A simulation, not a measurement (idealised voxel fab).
This is a process module. Its name is voxel transistor to metal.
Square cell edge 5 nm, section width 275 nm, ID cut.
Cross-section, as written here: a square-cell grid given band by band from the top down, where a band holds one or more rows of cells. The entry gives the band's vertical extent as a top height and a bottom height in nm, then its horizontal make-up as materials from left to right, each with a width in nm. "empty" stands for empty space; a single material marked "throughout" fills the band edge to edge. It should be noted that heights are counted from 0, beneath which the wafer as supplied is of one material throughout, and that the lowest band possesses no lower boundary but continues downward, as written in "z 0 and below". Note: "30 to 40" means the width goes from the first number (top row of the band) to the second number (bottom row) in equal steps per row of cells. Given "no modifications" for a step, no cell of the cross-section differs between before and after that step. "Internal closed voids": empty spaces of 8 cells or more with no open way to the top, each given as width x height at distance, distance from the left edge, all in nm. Where a step's line continues beyond its settings, the continuation is a remark by the simulator itself on that step. Steps that use a mask can have "overlay nm" on their line. It says how far the mask sat to the right of where it was meant to be. Negative means to the left. Pairs ahead. Before: cross-section ahead of one process step. After: cross-section once the step is done, shown to the lowest changed band only. Under each pair: that step, with settings. Caution: pairs may come from different runs of this module on the same starting wafer; a pair follows the pair above only where its "State before step" entry says so.

### State before step
- z 55 to 50 | SiN throughout
- z 50 to 35 | 30 SiO2, 5 TiN, 5 Ru, 5 TiN, 60 SiO2, 5 TiN, 5 Ru, 5 TiN, 35 SiO2, 5 TiN, 5 Ru, 5 TiN, 60 SiO2, 5 TiN, 5 Ru, 5 TiN, 30 SiO2
- z 35 to 25 | 30 SiO2, 5 TiN, 5 Ru, 5 TiN, 5 SiO2, 10 SiN, 5 SiO2, 20 SiCN, 5 SiO2, 10 SiN, 5 SiO2, 5 TiN, 5 Ru, 5 TiN, 35 SiO2, 5 TiN, 5 Ru, 5 TiN, 5 SiO2, 10 SiN, 5 SiO2, 20 SiCN, 5 SiO2, 10 SiN, 5 SiO2, 5 TiN, 5 Ru, 5 TiN, 30 SiO2
- z 25 to 5 | 30 SiO2, 5 TiN, 5 Ru, 5 TiN, 5 SiO2, 10 SiN, 5 SiO2, 20 polySi, 5 SiO2, 10 SiN, 5 SiO2, 5 TiN, 5 Ru, 5 TiN, 35 SiO2, 5 TiN, 5 Ru, 5 TiN, 5 SiO2, 10 SiN, 5 SiO2, 20 polySi, 5 SiO2, 10 SiN, 5 SiO2, 5 TiN, 5 Ru, 5 TiN, 30 SiO2
- z 5 to 0 | 30 SiO2, 15 TiN, 5 SiO2, 10 SiN, 5 SiO2, 20 polySi, 5 SiO2, 10 SiN, 5 SiO2, 15 TiN, 35 SiO2, 15 TiN, 5 SiO2, 10 SiN, 5 SiO2, 20 polySi, 5 SiO2, 10 SiN, 5 SiO2, 15 TiN, 30 SiO2
- z 0 to -5 | 25 SiO2, 10 SiN, 10 TiN, 5 SiO2, 10 SiN, 5 SiO2, 20 polySi, 5 SiO2, 10 SiN, 5 SiO2, 10 TiN, 10 SiN, 25 SiO2, 10 SiN, 10 TiN, 5 SiO2, 10 SiN, 5 SiO2, 20 polySi, 5 SiO2, 10 SiN, 5 SiO2, 10 TiN, 10 SiN, 25 SiO2
- z -5 to -10 | 35 SiO2, 15 pSi, 50 SiO2, 15 pSi, 45 SiO2, 15 pSi, 50 SiO2, 15 pSi, 35 SiO2
- z -10 to -40 | 25 SiO2, 100 Si, 25 SiO2, 100 Si, 25 SiO2
- z -40 and below | Si throughout
- Internal closed voids: none

### Structure After Step
- z 70 to 55 | Ru throughout
- Whatever lies below 55 is exactly as it was before.
- Internal closed voids: none
Which step turns the before cross-section above into the after cross-section? DIRECTIONAL_DEP,material Ru,thk nm 15

State before step: Please consult the pair immediately above; the cross-section it shows after its step is the state before this step.

### Structure After Step
- z 75 to 70 | TiN throughout
- Whatever lies below 70 is exactly as it was before.
- Internal closed voids: none
Which step turns the before cross-section above into the after cross-section? CONFORMAL_DEP,material TiN,thk nm 5

State before step: Please consult the pair immediately above; the cross-section it shows after its step is the state before this step.

### Structure After Step
- z 85 to 75 | Cu throughout
- Whatever lies below 75 is exactly as it was before.
- Internal closed voids: none
Which step turns the before cross-section above into the after cross-section? FILL_DEP,material Cu,thk nm 10

State before step: Please consult the pair immediately above; the cross-section it shows after its step is the state before this step.

### Structure After Step
- z 70 to 55 | Ru throughout
- Whatever lies below 55 is exactly as it was before.
- Internal closed voids: none
Which step turns the before cross-section above into the after cross-section? CMP,height nm 70

State before step: Please consult the pair immediately above; the cross-section it shows after its step is the state before this step.

### Structure After Step
- z 75 to 55 | Ru throughout
- Whatever lies below 55 is exactly as it was before.
- Internal closed voids: none
Which step turns the before cross-section above into the after cross-section? EPI,material Ru,thk nm 5

State before step: Please consult the pair immediately above; the cross-section it shows after its step is the state before this step.

### Structure After Step
- z 80 to 75 | SiCN throughout
- Whatever lies below 75 is exactly as it was before.
- Internal closed voids: none
Which step turns the before cross-section above into the after cross-section? FILL_DEP,material SiCN,thk nm 5

State before step: Please consult the pair immediately above; the cross-section it shows after its step is the state before this step.

### Structure After Step
- z 115 to 80 | lowk throughout
- Whatever lies below 80 is exactly as it was before.
- Internal closed voids: none
Which step turns the before cross-section above into the after cross-section? DIRECTIONAL_DEP,material lowk,thk nm 35

State before step: Please consult the pair immediately above; the cross-section it shows after its step is the state before this step.

### Structure After Step
- z 130 to 115 | aC throughout
- Whatever lies below 115 is exactly as it was before.
- Internal closed voids: none
Which step turns the before cross-section above into the after cross-section? DIRECTIONAL_DEP,material aC,thk nm 15

State before step: Please consult the pair immediately above; the cross-section it shows after its step is the state before this step.

### Structure After Step
- z 165 to 130 | 30 resist, 15 empty, 110 resist, 15 empty, 105 resist
- Whatever lies below 130 is exactly as it was before.
- Internal closed voids: none
Which step turns the before cross-section above into the after cross-section? PATTERN,tone open,mask id METAL_2,material resist,width nm 15,pitch nm 125,thk nm 35,overlay nm 0

State before step: Please consult the pair immediately above; the cross-section it shows after its step is the state before this step.

### Structure After Step
- z 150 to 130 | 30 resist, 15 empty, 110 resist, 15 empty, 105 resist
- z 130 to 115 | 30 aC, 15 empty, 110 aC, 15 empty, 105 aC
- Whatever lies below 115 is exactly as it was before.
- Internal closed voids: none
Which step turns the before cross-section above into the after cross-section? DIRECTIONAL_ETCH,etch materials aC,depth nm 15

State before step: Please consult the pair immediately above; the cross-section it shows after its step is the state before this step.

### Structure After Step
- z 130 to 115 | 30 aC, 15 empty, 110 aC, 15 empty, 105 aC
- Whatever lies below 115 is exactly as it was before.
- Internal closed voids: none
Which step turns the before cross-section above into the after cross-section? STRIP,etch materials resist

State before step: Please consult the pair immediately above; the cross-section it shows after its step is the state before this step.

### Structure After Step
- z 130 to 115 | 30 aC, 15 empty, 110 aC, 15 empty, 105 aC
- z 115 to 95 | 30 lowk, 15 empty, 110 lowk, 15 empty, 105 lowk
- Whatever lies below 95 is exactly as it was before.
- Internal closed voids: none
Which step turns the before cross-section above into the after cross-section? DIRECTIONAL_ETCH,etch materials lowk,depth nm 20

State before step: Please consult the pair immediately above; the cross-section it shows after its step is the state before this step.

### Structure After Step
- z 115 to 95 | 30 lowk, 15 empty, 110 lowk, 15 empty, 105 lowk
- Whatever lies below 95 is exactly as it was before.
- Internal closed voids: none
Which step turns the before cross-section above into the after cross-section? STRIP,etch materials aC

State before step: Please consult the pair immediately above; the cross-section it shows after its step is the state before this step.

### Structure After Step
- z 130 to 115 | 30 resist, 15 empty, 110 resist, 15 empty, 105 resist
- Whatever lies below 115 is exactly as it was before.
- Internal closed voids: none
Which step turns the before cross-section above into the after cross-section? PATTERN,tone open,mask id METAL_2_HOLES,material resist,width nm 15,pitch nm 125,thk nm 15,overlay nm 0

State before step: Please consult the pair immediately above; the cross-section it shows after its step is the state before this step.

### Structure After Step
- z 130 to 115 | 30 resist, 15 empty, 110 resist, 15 empty, 105 resist
- z 115 to 80 | 30 lowk, 15 empty, 110 lowk, 15 empty, 105 lowk
- Whatever lies below 80 is exactly as it was before.
- Internal closed voids: none
Which step turns the before cross-section above into the after cross-section? DIRECTIONAL_ETCH,etch materials lowk,depth nm 15

State before step: Please consult the pair immediately above; the cross-section it shows after its step is the state before this step.

### Structure After Step
- z 130 to 115 | 30 resist, 15 empty, 110 resist, 15 empty, 105 resist
- z 115 to 80 | 30 lowk, 15 empty, 110 lowk, 15 empty, 105 lowk
- z 80 to 75 | 30 SiCN, 15 empty, 110 SiCN, 15 empty, 105 SiCN
- Whatever lies below 75 is exactly as it was before.
- Internal closed voids: none
Which step turns the before cross-section above into the after cross-section? DIRECTIONAL_ETCH,etch materials SiCN,depth nm 5

State before step: Please consult the pair immediately above; the cross-section it shows after its step is the state before this step.

### Structure After Step
- z 115 to 80 | 30 lowk, 15 empty, 110 lowk, 15 empty, 105 lowk
- Whatever lies below 80 is exactly as it was before.
- Internal closed voids: none
Which step turns the before cross-section above into the after cross-section? STRIP,etch materials resist

State before step: Please consult the pair immediately above; the cross-section it shows after its step is the state before this step.

### Structure After Step
- z 120 to 115 | 35 TiN, 5 empty, 120 TiN, 5 empty, 110 TiN
- z 115 to 80 | 30 lowk, 5 TiN, 5 empty, 5 TiN, 110 lowk, 5 TiN, 5 empty, 5 TiN, 105 lowk
- z 80 to 75 | 30 SiCN, 15 TiN, 110 SiCN, 15 TiN, 105 SiCN
- Whatever lies below 75 is exactly as it was before.
- Internal closed voids: none
Which step turns the before cross-section above into the after cross-section? CONFORMAL_DEP,material TiN,thk nm 5

State before step: Please consult the pair immediately above; the cross-section it shows after its step is the state before this step.

### Structure After Step
- z 125 to 120 | Cu throughout
- z 120 to 115 | 35 TiN, 5 Cu, 120 TiN, 5 Cu, 110 TiN
- z 115 to 80 | 30 lowk, 5 TiN, 5 Cu, 5 TiN, 110 lowk, 5 TiN, 5 Cu, 5 TiN, 105 lowk
- Whatever lies below 80 is exactly as it was before.
- Internal closed voids: none
Which step turns the before cross-section above into the after cross-section? FILL_DEP,material Cu,thk nm 5

State before step: Please consult the pair immediately above; the cross-section it shows after its step is the state before this step.

### Structure After Step
- z 115 to 80 | 30 lowk, 5 TiN, 5 Cu, 5 TiN, 110 lowk, 5 TiN, 5 Cu, 5 TiN, 105 lowk
- Whatever lies below 80 is exactly as it was before.
- Internal closed voids: none
Which step turns the before cross-section above into the after cross-section? CMP,height nm 115

State before step: Please consult the pair immediately above; the cross-section it shows after its step is the state before this step.

### Structure After Step
- z 120 to 115 | SiN throughout
- Whatever lies below 115 is exactly as it was before.
- Internal closed voids: none
Which step turns the before cross-section above into the after cross-section? CONFORMAL_DEP,material SiN,thk nm 5

### State before step
- z 15 to 0 | SiN throughout
- z 0 to -5 | SiO2 throughout
- z -5 and below | Si throughout
- Internal closed voids: none

### Structure After Step
- z 30 to 15 | 25 resist, 100 empty, 25 resist, 100 empty, 25 resist
- Whatever lies below 15 is exactly as it was before.
- Internal closed voids: none
Which step turns the before cross-section above into the after cross-section? PATTERN,tone open,mask id ACTIVE,material resist,width nm 100,pitch nm 125,thk nm 15,overlay nm 0

State before step: Please consult the pair immediately above; the cross-section it shows after its step is the state before this step.

### Structure After Step
- z 30 to 15 | 25 resist, 100 empty, 25 resist, 100 empty, 25 resist
- z 15 to 0 | 25 SiN, 100 empty, 25 SiN, 100 empty, 25 SiN
- Whatever lies below 0 is exactly as it was before.
- Internal closed voids: none
Which step turns the before cross-section above into the after cross-section? DIRECTIONAL_ETCH,etch materials SiN,depth nm 15

State before step: Please consult the pair immediately above; the cross-section it shows after its step is the state before this step.

### Structure After Step
- z 30 to 15 | 25 resist, 100 empty, 25 resist, 100 empty, 25 resist
- z 15 to 0 | 25 SiN, 100 empty, 25 SiN, 100 empty, 25 SiN
- z 0 to -5 | 25 SiO2, 100 empty, 25 SiO2, 100 empty, 25 SiO2
- Whatever lies below -5 is exactly as it was before.
- Internal closed voids: none
Which step turns the before cross-section above into the after cross-section? DIRECTIONAL_ETCH,etch materials SiO2,depth nm 5

State before step: Please consult the pair immediately above; the cross-section it shows after its step is the state before this step.

### Structure After Step
- z 30 to 15 | 25 resist, 100 empty, 25 resist, 100 empty, 25 resist
- z 15 to 0 | 25 SiN, 100 empty, 25 SiN, 100 empty, 25 SiN
- z 0 to -5 | 25 SiO2, 100 empty, 25 SiO2, 100 empty, 25 SiO2
- z -5 to -40 | 25 Si, 100 empty, 25 Si, 100 empty, 25 Si
- Whatever lies below -40 is exactly as it was before.
- Internal closed voids: none
Which step turns the before cross-section above into the after cross-section? DIRECTIONAL_ETCH,etch materials Si,depth nm 35

State before step: Please consult the pair immediately above; the cross-section it shows after its step is the state before this step.

### Structure After Step
- z 15 to 0 | 25 SiN, 100 empty, 25 SiN, 100 empty, 25 SiN
- Whatever lies below 0 is exactly as it was before.
- Internal closed voids: none
Which step turns the before cross-section above into the after cross-section? STRIP,etch materials resist

State before step: Please consult the pair immediately above; the cross-section it shows after its step is the state before this step.

### Structure After Step
- z 25 to 15 | SiO2 throughout
- z 15 to 0 | 25 SiN, 100 SiO2, 25 SiN, 100 SiO2, 25 SiN
- z 0 to -5 | SiO2 throughout
- z -5 to -40 | 25 Si, 100 SiO2, 25 Si, 100 SiO2, 25 Si
- Whatever lies below -40 is exactly as it was before.
- Internal closed voids: none
Which step turns the before cross-section above into the after cross-section? FILL_DEP,material SiO2,thk nm 10

State before step: Please consult the pair immediately above; the cross-section it shows after its step is the state before this step.

### Structure After Step
- z 15 to 0 | 25 SiN, 100 SiO2, 25 SiN, 100 SiO2, 25 SiN
- Whatever lies below 0 is exactly as it was before.
- Internal closed voids: none
Which step turns the before cross-section above into the after cross-section? CMP,height nm 15

State before step: Please consult the pair immediately above; the cross-section it shows after its step is the state before this step.

### Structure After Step
- z 15 to 5 | 25 SiN, 100 empty, 25 SiN, 100 empty, 25 SiN
- Whatever lies below 5 is exactly as it was before.
- Internal closed voids: none
Which step turns the before cross-section above into the after cross-section? SELECTIVE_ETCH,etch materials SiO2,depth nm 10

State before step: Please consult the pair immediately above; the cross-section it shows after its step is the state before this step.

### Structure After Step
- z 5 to 0 | 25 empty, 100 SiO2, 25 empty, 100 SiO2, 25 empty
- Whatever lies below 0 is exactly as it was before.
- Internal closed voids: none
Which step turns the before cross-section above into the after cross-section? STRIP,etch materials SiN

State before step: Please consult the pair immediately above; the cross-section it shows after its step is the state before this step.

### Structure After Step
- z 0 to -5 | 30 empty, 90 SiO2, 35 empty, 90 SiO2, 30 empty
- Whatever lies below -5 is exactly as it was before.
- Internal closed voids: none
Which step turns the before cross-section above into the after cross-section? SELECTIVE_ETCH,etch materials SiO2,depth nm 5

State before step: Please consult the pair immediately above; the cross-section it shows after its step is the state before this step.

### Structure After Step
- z 0 to -5 | 30 empty, 90 SiO2, 35 empty, 90 SiO2, 30 empty
- z -5 to -10 | SiO2 throughout
- Whatever lies below -10 is exactly as it was before.
- Internal closed voids: none
Which step turns the before cross-section above into the after cross-section? OXIDIZE,depth nm 5

State before step: Please consult the pair immediately above; the cross-section it shows after its step is the state before this step.

### Structure After Step
- z 30 to 25 | 30 empty, 90 polySi, 35 empty, 90 polySi, 30 empty
- z 25 to 0 | polySi throughout
- z 0 to -5 | 30 polySi, 90 SiO2, 35 polySi, 90 SiO2, 30 polySi
- Whatever lies below -5 is exactly as it was before.
- Internal closed voids: none
Which step turns the before cross-section above into the after cross-section? DIRECTIONAL_DEP,material polySi,thk nm 30

State before step: Please consult the pair immediately above; the cross-section it shows after its step is the state before this step.

### Structure After Step
- z 40 to 35 | 30 empty, 90 SiCN, 35 empty, 90 SiCN, 30 empty
- z 35 to 30 | SiCN throughout
- z 30 to 25 | 30 SiCN, 90 polySi, 35 SiCN, 90 polySi, 30 SiCN
- Whatever lies below 25 is exactly as it was before.
- Internal closed voids: none
Which step turns the before cross-section above into the after cross-section? DIRECTIONAL_DEP,material SiCN,thk nm 10

State before step: Please consult the pair immediately above; the cross-section it shows after its step is the state before this step.

### Structure After Step
- z 55 to 40 | 65 empty, 20 resist, 105 empty, 20 resist, 65 empty
- Whatever lies below 40 is exactly as it was before.
- Internal closed voids: none
Which step turns the before cross-section above into the after cross-section? PATTERN,tone cover,mask id GATE,material resist,width nm 20,pitch nm 125,thk nm 15,overlay nm 0

State before step: Please consult the pair immediately above; the cross-section it shows after its step is the state before this step.

### Structure After Step
- z 55 to 40 | 65 empty, 20 resist, 105 empty, 20 resist, 65 empty
- z 40 to 30 | 65 empty, 20 SiCN, 105 empty, 20 SiCN, 65 empty
- z 30 to 25 | 30 empty, 90 polySi, 35 empty, 90 polySi, 30 empty
- Whatever lies below 25 is exactly as it was before.
- Internal closed voids: none
Which step turns the before cross-section above into the after cross-section? DIRECTIONAL_ETCH,etch materials SiCN,depth nm 20

State before step: Please consult the pair immediately above; the cross-section it shows after its step is the state before this step.

### Structure After Step
- z 55 to 40 | 65 empty, 20 resist, 105 empty, 20 resist, 65 empty
- z 40 to 30 | 65 empty, 20 SiCN, 105 empty, 20 SiCN, 65 empty
- z 30 to 0 | 65 empty, 20 polySi, 105 empty, 20 polySi, 65 empty
- z 0 to -5 | 30 empty, 90 SiO2, 35 empty, 90 SiO2, 30 empty
- Whatever lies below -5 is exactly as it was before.
- Internal closed voids: none
Which step turns the before cross-section above into the after cross-section? DIRECTIONAL_ETCH,etch materials polySi,depth nm 40

State before step: Please consult the pair immediately above; the cross-section it shows after its step is the state before this step.

### Structure After Step
- z 40 to 30 | 65 empty, 20 SiCN, 105 empty, 20 SiCN, 65 empty
- Whatever lies below 30 is exactly as it was before.
- Internal closed voids: none
Which step turns the before cross-section above into the after cross-section? STRIP,etch materials resist

State before step: Please consult the pair immediately above; the cross-section it shows after its step is the state before this step.

### Structure After Step
- z 45 to 40 | 60 empty, 30 SiO2, 95 empty, 30 SiO2, 60 empty
- z 40 to 30 | 60 empty, 5 SiO2, 20 SiCN, 5 SiO2, 95 empty, 5 SiO2, 20 SiCN, 5 SiO2, 60 empty
- z 30 to 5 | 60 empty, 5 SiO2, 20 polySi, 5 SiO2, 95 empty, 5 SiO2, 20 polySi, 5 SiO2, 60 empty
- z 5 to 0 | 25 empty, 40 SiO2, 20 polySi, 40 SiO2, 25 empty, 40 SiO2, 20 polySi, 40 SiO2, 25 empty
- z 0 to -10 | SiO2 throughout
- Whatever lies below -10 is exactly as it was before.
- Internal closed voids: none
Which step turns the before cross-section above into the after cross-section? CONFORMAL_DEP,material SiO2,thk nm 5

State before step: Please consult the pair immediately above; the cross-section it shows after its step is the state before this step.

### Structure After Step
- z 40 to 30 | 60 empty, 5 SiO2, 20 SiCN, 5 SiO2, 95 empty, 5 SiO2, 20 SiCN, 5 SiO2, 60 empty
- z 30 to 0 | 60 empty, 5 SiO2, 20 polySi, 5 SiO2, 95 empty, 5 SiO2, 20 polySi, 5 SiO2, 60 empty
- z 0 to -5 | 25 empty, 100 SiO2, 25 empty, 100 SiO2, 25 empty
- Whatever lies below -5 is exactly as it was before.
- Internal closed voids: none
Which step turns the before cross-section above into the after cross-section? DIRECTIONAL_ETCH,etch materials SiO2,depth nm 5

State before step: Please consult the pair immediately above; the cross-section it shows after its step is the state before this step.

### Structure After Step
- z 50 to 40 | 50 empty, 50 SiN, 75 empty, 50 SiN, 50 empty
- z 40 to 30 | 50 empty, 10 SiN, 5 SiO2, 20 SiCN, 5 SiO2, 10 SiN, 75 empty, 10 SiN, 5 SiO2, 20 SiCN, 5 SiO2, 10 SiN, 50 empty
- z 30 to 10 | 50 empty, 10 SiN, 5 SiO2, 20 polySi, 5 SiO2, 10 SiN, 75 empty, 10 SiN, 5 SiO2, 20 polySi, 5 SiO2, 10 SiN, 50 empty
- z 10 to 5 | 15 empty, 45 SiN, 5 SiO2, 20 polySi, 5 SiO2, 45 SiN, 5 empty, 45 SiN, 5 SiO2, 20 polySi, 5 SiO2, 45 SiN, 15 empty
- z 5 to 0 | 60 SiN, 5 SiO2, 20 polySi, 5 SiO2, 95 SiN, 5 SiO2, 20 polySi, 5 SiO2, 60 SiN
- z 0 to -5 | 25 SiN, 100 SiO2, 25 SiN, 100 SiO2, 25 SiN
- Whatever lies below -5 is exactly as it was before.
- Internal closed voids: none
Which step turns the before cross-section above into the after cross-section? CONFORMAL_DEP,material SiN,thk nm 10

State before step: Please consult the pair immediately above; the cross-section it shows after its step is the state before this step.

### Structure After Step
- z 40 to 30 | 50 empty, 10 SiN, 5 SiO2, 20 SiCN, 5 SiO2, 10 SiN, 75 empty, 10 SiN, 5 SiO2, 20 SiCN, 5 SiO2, 10 SiN, 50 empty
- z 30 to 0 | 50 empty, 10 SiN, 5 SiO2, 20 polySi, 5 SiO2, 10 SiN, 75 empty, 10 SiN, 5 SiO2, 20 polySi, 5 SiO2, 10 SiN, 50 empty
- z 0 to -5 | 15 empty, 10 SiN, 100 SiO2, 10 SiN, 5 empty, 10 SiN, 100 SiO2, 10 SiN, 15 empty
- Whatever lies below -5 is exactly as it was before.
- Internal closed voids: none
Which step turns the before cross-section above into the after cross-section? DIRECTIONAL_ETCH,etch materials SiN,depth nm 10

State before step: Please consult the pair immediately above; the cross-section it shows after its step is the state before this step.

### Structure After Step
- z 40 to 35 | 50 empty, 10 SiN, 5 empty, 20 SiCN, 5 empty, 10 SiN, 75 empty, 10 SiN, 5 empty, 20 SiCN, 5 empty, 10 SiN, 50 empty
- z 35 to 30 | 50 empty, 10 SiN, 5 SiO2, 20 SiCN, 5 SiO2, 10 SiN, 75 empty, 10 SiN, 5 SiO2, 20 SiCN, 5 SiO2, 10 SiN, 50 empty
- z 30 to 0 | 50 empty, 10 SiN, 5 SiO2, 20 polySi, 5 SiO2, 10 SiN, 75 empty, 10 SiN, 5 SiO2, 20 polySi, 5 SiO2, 10 SiN, 50 empty
- z 0 to -5 | 15 empty, 10 SiN, 25 empty, 50 SiO2, 25 empty, 10 SiN, 5 empty, 10 SiN, 25 empty, 50 SiO2, 25 empty, 10 SiN, 15 empty
- z -5 to -10 | 15 empty, 120 SiO2, 5 empty, 120 SiO2, 15 empty
- Whatever lies below -10 is exactly as it was before.
- Internal closed voids: none
Which step turns the before cross-section above into the after cross-section? DIRECTIONAL_ETCH,etch materials SiO2,depth nm 5

State before step: Please consult the pair immediately above; the cross-section it shows after its step is the state before this step.

### Structure After Step
- z 40 to 35 | 50 empty, 10 SiN, 5 empty, 20 SiCN, 5 empty, 10 SiN, 75 empty, 10 SiN, 5 empty, 20 SiCN, 5 empty, 10 SiN, 50 empty
- z 35 to 30 | 50 empty, 10 SiN, 5 SiO2, 20 SiCN, 5 SiO2, 10 SiN, 75 empty, 10 SiN, 5 SiO2, 20 SiCN, 5 SiO2, 10 SiN, 50 empty
- z 30 to 0 | 50 empty, 10 SiN, 5 SiO2, 20 polySi, 5 SiO2, 10 SiN, 75 empty, 10 SiN, 5 SiO2, 20 polySi, 5 SiO2, 10 SiN, 50 empty
- z 0 to -5 | 15 empty, 10 SiN, 25 empty, 50 SiO2, 25 empty, 10 SiN, 5 empty, 10 SiN, 25 empty, 50 SiO2, 25 empty, 10 SiN, 15 empty
- z -5 to -10 | 15 pSi, 120 SiO2, 5 pSi, 120 SiO2, 15 pSi
- Whatever lies below -10 is exactly as it was before.
- Internal closed voids: none
Which step turns the before cross-section above into the after cross-section? EPI,material pSi,thk nm 5

State before step: Please consult the pair immediately above; the cross-section it shows after its step is the state before this step.

### Structure After Step
- z 45 to 40 | SiO2 throughout
- z 40 to 30 | 50 SiO2, 10 SiN, 5 SiO2, 20 SiCN, 5 SiO2, 10 SiN, 75 SiO2, 10 SiN, 5 SiO2, 20 SiCN, 5 SiO2, 10 SiN, 50 SiO2
- z 30 to 0 | 50 SiO2, 10 SiN, 5 SiO2, 20 polySi, 5 SiO2, 10 SiN, 75 SiO2, 10 SiN, 5 SiO2, 20 polySi, 5 SiO2, 10 SiN, 50 SiO2
- z 0 to -5 | 15 SiO2, 10 SiN, 100 SiO2, 10 SiN, 5 SiO2, 10 SiN, 100 SiO2, 10 SiN, 15 SiO2
- Whatever lies below -5 is exactly as it was before.
- Internal closed voids: none
Which step turns the before cross-section above into the after cross-section? FILL_DEP,material SiO2,thk nm 5

State before step: Please consult the pair immediately above; the cross-section it shows after its step is the state before this step.

### Structure After Step
- z 35 to 30 | 50 SiO2, 10 SiN, 5 SiO2, 20 SiCN, 5 SiO2, 10 SiN, 75 SiO2, 10 SiN, 5 SiO2, 20 SiCN, 5 SiO2, 10 SiN, 50 SiO2
- Whatever lies below 30 is exactly as it was before.
- Internal closed voids: none
Which step turns the before cross-section above into the after cross-section? CMP,height nm 35

State before step: Please consult the pair immediately above; the cross-section it shows after its step is the state before this step.

### Structure After Step
- z 50 to 35 | SiO2 throughout
- Whatever lies below 35 is exactly as it was before.
- Internal closed voids: none
Which step turns the before cross-section above into the after cross-section? DIRECTIONAL_DEP,material SiO2,thk nm 15

State before step: Please consult the pair immediately above; the cross-section it shows after its step is the state before this step.

### Structure After Step
- z 70 to 50 | 30 resist, 15 empty, 60 resist, 15 empty, 35 resist, 15 empty, 60 resist, 15 empty, 30 resist
- Whatever lies below 50 is exactly as it was before.
- Internal closed voids: none
Which step turns the before cross-section above into the after cross-section? PATTERN,tone open,mask id CONTACT,material resist,width nm 15,thk nm 20,overlay nm 0

State before step: Please consult the pair immediately above; the cross-section it shows after its step is the state before this step.

### Structure After Step
- z 70 to 50 | 30 resist, 15 empty, 60 resist, 15 empty, 35 resist, 15 empty, 60 resist, 15 empty, 30 resist
- z 50 to 35 | 30 SiO2, 15 empty, 60 SiO2, 15 empty, 35 SiO2, 15 empty, 60 SiO2, 15 empty, 30 SiO2
- z 35 to 30 | 30 SiO2, 15 empty, 5 SiO2, 10 SiN, 5 SiO2, 20 SiCN, 5 SiO2, 10 SiN, 5 SiO2, 15 empty, 35 SiO2, 15 empty, 5 SiO2, 10 SiN, 5 SiO2, 20 SiCN, 5 SiO2, 10 SiN, 5 SiO2, 15 empty, 30 SiO2
- z 30 to 0 | 30 SiO2, 15 empty, 5 SiO2, 10 SiN, 5 SiO2, 20 polySi, 5 SiO2, 10 SiN, 5 SiO2, 15 empty, 35 SiO2, 15 empty, 5 SiO2, 10 SiN, 5 SiO2, 20 polySi, 5 SiO2, 10 SiN, 5 SiO2, 15 empty, 30 SiO2
- z 0 to -5 | 15 SiO2, 10 SiN, 5 SiO2, 15 empty, 60 SiO2, 15 empty, 5 SiO2, 10 SiN, 5 SiO2, 10 SiN, 5 SiO2, 15 empty, 60 SiO2, 15 empty, 5 SiO2, 10 SiN, 15 SiO2
- Whatever lies below -5 is exactly as it was before.
- Internal closed voids: none
Which step turns the before cross-section above into the after cross-section? DIRECTIONAL_ETCH,etch materials SiO2,depth nm 55

State before step: Please consult the pair immediately above; the cross-section it shows after its step is the state before this step.

### Structure After Step
- z 50 to 35 | 30 SiO2, 15 empty, 60 SiO2, 15 empty, 35 SiO2, 15 empty, 60 SiO2, 15 empty, 30 SiO2
- Whatever lies below 35 is exactly as it was before.
- Internal closed voids: none
Which step turns the before cross-section above into the after cross-section? STRIP,etch materials resist

State before step: Please consult the pair immediately above; the cross-section it shows after its step is the state before this step.

### Structure After Step
- z 55 to 50 | 35 TiN, 5 empty, 70 TiN, 5 empty, 45 TiN, 5 empty, 70 TiN, 5 empty, 35 TiN
- z 50 to 35 | 30 SiO2, 5 TiN, 5 empty, 5 TiN, 60 SiO2, 5 TiN, 5 empty, 5 TiN, 35 SiO2, 5 TiN, 5 empty, 5 TiN, 60 SiO2, 5 TiN, 5 empty, 5 TiN, 30 SiO2
- z 35 to 30 | 30 SiO2, 5 TiN, 5 empty, 5 TiN, 5 SiO2, 10 SiN, 5 SiO2, 20 SiCN, 5 SiO2, 10 SiN, 5 SiO2, 5 TiN, 5 empty, 5 TiN, 35 SiO2, 5 TiN, 5 empty, 5 TiN, 5 SiO2, 10 SiN, 5 SiO2, 20 SiCN, 5 SiO2, 10 SiN, 5 SiO2, 5 TiN, 5 empty, 5 TiN, 30 SiO2
- z 30 to 0 | 30 SiO2, 5 TiN, 5 empty, 5 TiN, 5 SiO2, 10 SiN, 5 SiO2, 20 polySi, 5 SiO2, 10 SiN, 5 SiO2, 5 TiN, 5 empty, 5 TiN, 35 SiO2, 5 TiN, 5 empty, 5 TiN, 5 SiO2, 10 SiN, 5 SiO2, 20 polySi, 5 SiO2, 10 SiN, 5 SiO2, 5 TiN, 5 empty, 5 TiN, 30 SiO2
- z 0 to -5 | 15 SiO2, 10 SiN, 5 SiO2, 15 TiN, 60 SiO2, 15 TiN, 5 SiO2, 10 SiN, 5 SiO2, 10 SiN, 5 SiO2, 15 TiN, 60 SiO2, 15 TiN, 5 SiO2, 10 SiN, 15 SiO2
- Whatever lies below -5 is exactly as it was before.
- Internal closed voids: none
Which step turns the before cross-section above into the after cross-section? CONFORMAL_DEP,material TiN,thk nm 5

State before step: Please consult the pair immediately above; the cross-section it shows after its step is the state before this step.

### Structure After Step
- z 65 to 55 | Ru throughout
- z 55 to 50 | 35 TiN, 5 Ru, 70 TiN, 5 Ru, 45 TiN, 5 Ru, 70 TiN, 5 Ru, 35 TiN
- z 50 to 35 | 30 SiO2, 5 TiN, 5 Ru, 5 TiN, 60 SiO2, 5 TiN, 5 Ru, 5 TiN, 35 SiO2, 5 TiN, 5 Ru, 5 TiN, 60 SiO2, 5 TiN, 5 Ru, 5 TiN, 30 SiO2
- z 35 to 30 | 30 SiO2, 5 TiN, 5 Ru, 5 TiN, 5 SiO2, 10 SiN, 5 SiO2, 20 SiCN, 5 SiO2, 10 SiN, 5 SiO2, 5 TiN, 5 Ru, 5 TiN, 35 SiO2, 5 TiN, 5 Ru, 5 TiN, 5 SiO2, 10 SiN, 5 SiO2, 20 SiCN, 5 SiO2, 10 SiN, 5 SiO2, 5 TiN, 5 Ru, 5 TiN, 30 SiO2
- z 30 to 0 | 30 SiO2, 5 TiN, 5 Ru, 5 TiN, 5 SiO2, 10 SiN, 5 SiO2, 20 polySi, 5 SiO2, 10 SiN, 5 SiO2, 5 TiN, 5 Ru, 5 TiN, 35 SiO2, 5 TiN, 5 Ru, 5 TiN, 5 SiO2, 10 SiN, 5 SiO2, 20 polySi, 5 SiO2, 10 SiN, 5 SiO2, 5 TiN, 5 Ru, 5 TiN, 30 SiO2
- Whatever lies below 0 is exactly as it was before.
- Internal closed voids: none
Which step turns the before cross-section above into the after cross-section? FILL_DEP,material Ru,thk nm 10
